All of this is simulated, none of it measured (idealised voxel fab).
process module | voxel self aligned vias
cross-section cut | 225 nm wide | cells 5 nm
A cross-section is a grid of square cells, given in bands from the top down. A band is one or more rows of cells.
Each band's line starts with the height of the band's top and of its bottom, in nm. Then come its materials from left to right, each with its width in nm. One material with "throughout" fills the band from edge to edge. "air" is empty space.
Height 0 is the level under which the wafer as received is all one material. The lowest band goes on downwards, as in "0 down".
A width such as "30 to 40" changes by the same amount from each row of cells to the next, from the band's top row to its bottom row.
"no change" after a step means that no cell of the cross-section changed.
closed voids: empty space of 8 cells or more with no open way to the top, each as width x height at its distance from the left edge, in nm
after a step's settings: what the simulator itself notes on the step
overlay nm, on a step with a mask: how far to the right of its planned place the mask lay; to the left if negative
plan
1 op RECEIVE | material Si
2 op CONFORMAL_DEP | material SiO2 | thk nm 15
3 op CONFORMAL_DEP | material SiCN | thk nm 5
4 op DIRECTIONAL_DEP | material lowk | thk nm 25
5 op DIRECTIONAL_DEP | material aC | thk nm 10
6 op PATTERN | tone open | mask id LINES | material resist | width nm 20 | pitch nm 65 | thk nm 25 | overlay nm 0
7 op DIRECTIONAL_ETCH | etch materials aC | depth nm 10
8 op STRIP | etch materials resist
9 op DIRECTIONAL_ETCH | etch materials lowk | depth nm 25
10 op STRIP | etch materials aC
11 op CONFORMAL_DEP | material TiN | thk nm 5
12 op FILL_DEP | material Ru | thk nm 10
13 op CMP | height nm 45
14 op SELECTIVE_ETCH | etch materials W Ru TiN | depth nm 5
15 op FILL_DEP | material SiN | thk nm 10
16 op CMP | height nm 45
17 op DIRECTIONAL_DEP | material lowk | thk nm 15
18 op DIRECTIONAL_DEP | material aC | thk nm 15
19 op PATTERN | tone open | mask id VIAS | material resist | width nm 40 | pitch nm 130 | thk nm 30 | overlay nm 0
20 op DIRECTIONAL_ETCH | etch materials aC | depth nm 15
21 op STRIP | etch materials resist
22 op DIRECTIONAL_ETCH | etch materials lowk | depth nm 15
23 op DIRECTIONAL_ETCH | etch materials SiN | depth nm 5
24 op STRIP | etch materials aC
25 op CONFORMAL_DEP | material TiN | thk nm 5
26 op FILL_DEP | material Cu | thk nm 5
27 op CMP | height nm 60
28 op CONFORMAL_DEP | material SiN | thk nm 5
first wafer, as planned
as received, after step 1
  0 down: Si throughout
  closed voids: none
after step 2
  15 to 0: SiO2 throughout
  below 0: unchanged
after step 3
  20 to 15: SiCN throughout
  below 15: unchanged
after step 4
  45 to 20: lowk throughout
  below 20: unchanged
after step 5
  55 to 45: aC throughout
  below 45: unchanged
after step 6
  80 to 55: resist 35 | air 20 | resist 45 | air 20 | resist 45 | air 20 | resist 40
  below 55: unchanged
after step 7
  70 to 55: resist 35 | air 20 | resist 45 | air 20 | resist 45 | air 20 | resist 40
  55 to 45: aC 35 | air 20 | aC 45 | air 20 | aC 45 | air 20 | aC 40
  below 45: unchanged
after step 8
  55 to 45: aC 35 | air 20 | aC 45 | air 20 | aC 45 | air 20 | aC 40
  below 45: unchanged
after step 9
  55 to 45: aC 35 | air 20 | aC 45 | air 20 | aC 45 | air 20 | aC 40
  45 to 20: lowk 35 | air 20 | lowk 45 | air 20 | lowk 45 | air 20 | lowk 40
  below 20: unchanged
after step 10
  45 to 20: lowk 35 | air 20 | lowk 45 | air 20 | lowk 45 | air 20 | lowk 40
  below 20: unchanged
after step 11
  50 to 45: TiN 40 | air 10 | TiN 55 | air 10 | TiN 55 | air 10 | TiN 45
  45 to 25: lowk 35 | TiN 5 | air 10 | TiN 5 | lowk 45 | TiN 5 | air 10 | TiN 5 | lowk 45 | TiN 5 | air 10 | TiN 5 | lowk 40
  25 to 20: lowk 35 | TiN 20 | lowk 45 | TiN 20 | lowk 45 | TiN 20 | lowk 40
  below 20: unchanged
after step 12
  60 to 50: Ru throughout
  50 to 45: TiN 40 | Ru 10 | TiN 55 | Ru 10 | TiN 55 | Ru 10 | TiN 45
  45 to 25: lowk 35 | TiN 5 | Ru 10 | TiN 5 | lowk 45 | TiN 5 | Ru 10 | TiN 5 | lowk 45 | TiN 5 | Ru 10 | TiN 5 | lowk 40
  below 25: unchanged
after step 13
  45 to 25: lowk 35 | TiN 5 | Ru 10 | TiN 5 | lowk 45 | TiN 5 | Ru 10 | TiN 5 | lowk 45 | TiN 5 | Ru 10 | TiN 5 | lowk 40
  below 25: unchanged
after step 14
  45 to 40: lowk 35 | air 20 | lowk 45 | air 20 | lowk 45 | air 20 | lowk 40
  below 40: unchanged
after step 15
  55 to 45: SiN throughout
  45 to 40: lowk 35 | SiN 20 | lowk 45 | SiN 20 | lowk 45 | SiN 20 | lowk 40
  below 40: unchanged
after step 16
  45 to 40: lowk 35 | SiN 20 | lowk 45 | SiN 20 | lowk 45 | SiN 20 | lowk 40
  below 40: unchanged
after step 17
  60 to 45: lowk throughout
  below 45: unchanged
after step 18
  75 to 60: aC throughout
  below 60: unchanged
after step 19
  105 to 75: resist 25 | air 40 | resist 90 | air 40 | resist 30
  below 75: unchanged
after step 20
  90 to 75: resist 25 | air 40 | resist 90 | air 40 | resist 30
  75 to 60: aC 25 | air 40 | aC 90 | air 40 | aC 30
  below 60: unchanged
after step 21
  75 to 60: aC 25 | air 40 | aC 90 | air 40 | aC 30
  below 60: unchanged
after step 22
  75 to 60: aC 25 | air 40 | aC 90 | air 40 | aC 30
  60 to 45: lowk 25 | air 40 | lowk 90 | air 40 | lowk 30
  below 45: unchanged
after step 23
  75 to 60: aC 25 | air 40 | aC 90 | air 40 | aC 30
  60 to 45: lowk 25 | air 40 | lowk 90 | air 40 | lowk 30
  45 to 40: lowk 35 | air 20 | lowk 45 | SiN 20 | lowk 45 | air 20 | lowk 40
  below 40: unchanged
after step 24
  60 to 45: lowk 25 | air 40 | lowk 90 | air 40 | lowk 30
  below 45: unchanged
after step 25
  65 to 60: TiN 30 | air 30 | TiN 100 | air 30 | TiN 35
  60 to 50: lowk 25 | TiN 5 | air 30 | TiN 5 | lowk 90 | TiN 5 | air 30 | TiN 5 | lowk 30
  50 to 45: lowk 25 | TiN 15 | air 10 | TiN 15 | lowk 90 | TiN 15 | air 10 | TiN 15 | lowk 30
  45 to 40: lowk 35 | TiN 20 | lowk 45 | SiN 20 | lowk 45 | TiN 20 | lowk 40
  below 40: unchanged
after step 26
  70 to 65: Cu throughout
  65 to 60: TiN 30 | Cu 30 | TiN 100 | Cu 30 | TiN 35
  60 to 50: lowk 25 | TiN 5 | Cu 30 | TiN 5 | lowk 90 | TiN 5 | Cu 30 | TiN 5 | lowk 30
  50 to 45: lowk 25 | TiN 15 | Cu 10 | TiN 15 | lowk 90 | TiN 15 | Cu 10 | TiN 15 | lowk 30
  below 45: unchanged
after step 27
  60 to 50: lowk 25 | TiN 5 | Cu 30 | TiN 5 | lowk 90 | TiN 5 | Cu 30 | TiN 5 | lowk 30
  below 50: unchanged
after step 28
  65 to 60: SiN throughout
  below 60: unchanged
second wafer: like start, like plan, one mistake. Through step 18 it matches the first wafer
when step 19 should have ended
  105 to 75: resist 30 | air 30 | resist 100 | air 30 | resist 35
  below 75: unchanged
when step 20 should have ended
  90 to 75: resist 30 | air 30 | resist 100 | air 30 | resist 35
  75 to 60: aC 30 | air 30 | aC 100 | air 30 | aC 35
  below 60: unchanged
when step 21 should have ended
  75 to 60: aC 30 | air 30 | aC 100 | air 30 | aC 35
  below 60: unchanged
when step 22 should have ended
  75 to 60: aC 30 | air 30 | aC 100 | air 30 | aC 35
  60 to 45: lowk 30 | air 30 | lowk 100 | air 30 | lowk 35
  below 45: unchanged
when step 23 should have ended
  75 to 60: aC 30 | air 30 | aC 100 | air 30 | aC 35
  60 to 45: lowk 30 | air 30 | lowk 100 | air 30 | lowk 35
  45 to 40: lowk 35 | air 20 | lowk 45 | SiN 20 | lowk 45 | air 20 | lowk 40
  below 40: unchanged
when step 24 should have ended
  60 to 45: lowk 30 | air 30 | lowk 100 | air 30 | lowk 35
  below 45: unchanged
when step 25 should have ended
  65 to 60: TiN 35 | air 20 | TiN 110 | air 20 | TiN 40
  60 to 50: lowk 30 | TiN 5 | air 20 | TiN 5 | lowk 100 | TiN 5 | air 20 | TiN 5 | lowk 35
  50 to 45: lowk 30 | TiN 10 | air 10 | TiN 10 | lowk 100 | TiN 10 | air 10 | TiN 10 | lowk 35
  45 to 40: lowk 35 | TiN 20 | lowk 45 | SiN 20 | lowk 45 | TiN 20 | lowk 40
  below 40: unchanged
when step 26 should have ended
  70 to 65: Cu throughout
  65 to 60: TiN 35 | Cu 20 | TiN 110 | Cu 20 | TiN 40
  60 to 50: lowk 30 | TiN 5 | Cu 20 | TiN 5 | lowk 100 | TiN 5 | Cu 20 | TiN 5 | lowk 35
  50 to 45: lowk 30 | TiN 10 | Cu 10 | TiN 10 | lowk 100 | TiN 10 | Cu 10 | TiN 10 | lowk 35
  below 45: unchanged
when step 27 should have ended
  60 to 50: lowk 30 | TiN 5 | Cu 20 | TiN 5 | lowk 100 | TiN 5 | Cu 20 | TiN 5 | lowk 35
  below 50: unchanged
when step 28 should have ended
  65 to 60: SiN throughout
  below 60: unchanged
what went wrong: step 19 ran as: op PATTERN | tone open | mask id VIAS | material resist | width nm 30 | pitch nm 130 | thk nm 30 | overlay nm 0
at the end the second wafer has, in cells: 8 fewer of Cu | 4 fewer of TiN | 12 more of lowk
